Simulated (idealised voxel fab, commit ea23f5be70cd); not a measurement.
The document below concerns the process module designated voxel self aligned contacts.
Cross-sectional view cut (width: 175 nm; square cell size: 5 nm).
How to read a cross-section here: the picture is a grid of square cells, written as bands going from the top down, and any band can span one or more rows of cells.
In this notation a band is specified by the heights of its top and bottom, in that order and in nm, after which its materials appear from left to right, each paired with its width in nm. The word "full width" attached to a single material means that material fills the band from edge to edge; the word "empty" stands for empty space.
Heights are measured from 0, the level below which the as-received wafer is all one material; the lowest band has no bottom and continues downward, written as in "0 nm and below".
With a width like "30..40", each row of cells in the band differs from the next by the same amount, the top row carrying the first number and the bottom row the second.
"nothing altered" after a step means that no cell of the cross-section changed.
Enclosed voids (no open way to top), threshold 8 cells or more, entry "Encapsulated voids", notation width x height at distance, distance from left edge, nm.
Post-settings text on a step line: simulator's own remark regarding the step.
Each step line may optionally specify "overlay nm", which for a step with a mask gives the rightward distance between the mask's planned place and where it lay, a negative value indicating the leftward direction.
### This section lists the process steps that were planned
| 1 | RECEIVE: material Si |
| 2 | CONFORMAL_DEP: material SiO2, thk nm 5 |
| 3 | DIRECTIONAL_DEP: material polySi, thk nm 20 |
| 4 | DIRECTIONAL_DEP: material SiN, thk nm 20 |
| 5 | MASKED_ETCH: tone cover, mask id GATE, width nm 35, pitch nm 65, etch materials SiN, depth nm 20, overlay nm 0 |
| 6 | MASKED_ETCH: tone cover, mask id GATE, width nm 35, pitch nm 65, etch materials polySi, depth nm 20, overlay nm 0 |
| 7 | CONFORMAL_DEP: material SiN, thk nm 5 |
| 8 | DIRECTIONAL_ETCH: etch materials SiN, depth nm 5 |
| 9 | FILL_DEP: material SiO2, thk nm 10 |
| 10 | CMP: height nm 50 |
| 11 | PATTERN: tone open, mask id CONTACT, material resist, width nm 40, thk nm 20, overlay nm 0 |
| 12 | DIRECTIONAL_ETCH: etch materials SiO2, depth nm 50 |
| 13 | STRIP: etch materials resist |
| 14 | CONFORMAL_DEP: material TiN, thk nm 5 |
| 15 | FILL_DEP: material W, thk nm 10 |
| 16 | CMP: height nm 50 |
| 17 | CONFORMAL_DEP: material SiN, thk nm 5 |
### This is the cross-section of the wafer as we received it, i.e. after step 1
  0 nm and below = Si full width
  Encapsulated voids: none
### First of two wafers, end-of-module section, run followed plan
  55 nm to 50 nm = SiN full width
  50 nm to 45 nm = 65 SiO2 | 15 TiN | 10 W | 15 TiN | 70 SiO2
  45 nm to 25 nm = 30 SiO2 | 45 SiN | 5 TiN | 10 W | 5 TiN | 45 SiN | 35 SiO2
  25 nm to 5 nm = 30 SiO2 | 5 SiN | 35 polySi | 5 SiN | 5 TiN | 10 W | 5 TiN | 5 SiN | 35 polySi | 5 SiN | 35 SiO2
  5 nm to 0 nm = 75 SiO2 | 20 TiN | 80 SiO2
  0 nm and below = Si full width
  Encapsulated voids: none
### Wafer two (of two), end-of-module cross-section: start = wafer one, plan = wafer one, one run mistake
  55 nm to 50 nm = SiN full width
  50 nm to 40 nm = 65 SiO2 | 5..15 TiN | 30..10 W | 5..15 TiN | 70 SiO2
  40 nm to 20 nm = 30 SiO2 | 45 SiN | 5 TiN | 10 W | 5 TiN | 45 SiN | 35 SiO2
  20 nm to 5 nm = 30 SiO2 | 5 SiN | 35 polySi | 5 SiN | 5 TiN | 10 W | 5 TiN | 5 SiN | 35 polySi | 5 SiN | 35 SiO2
  5 nm to 0 nm = 30 SiO2 | 5 SiN | 35 polySi | 5 SiN | 20 TiN | 5 SiN | 35 polySi | 5 SiN | 35 SiO2
  0 nm and below = Si full width
  Encapsulated voids: none
What was the processing mistake? step 2 of the plan was bypassed and not carried out
Cell-count delta at end, second wafer over first, by material: 4 fewer of SiO2, 4 more of W
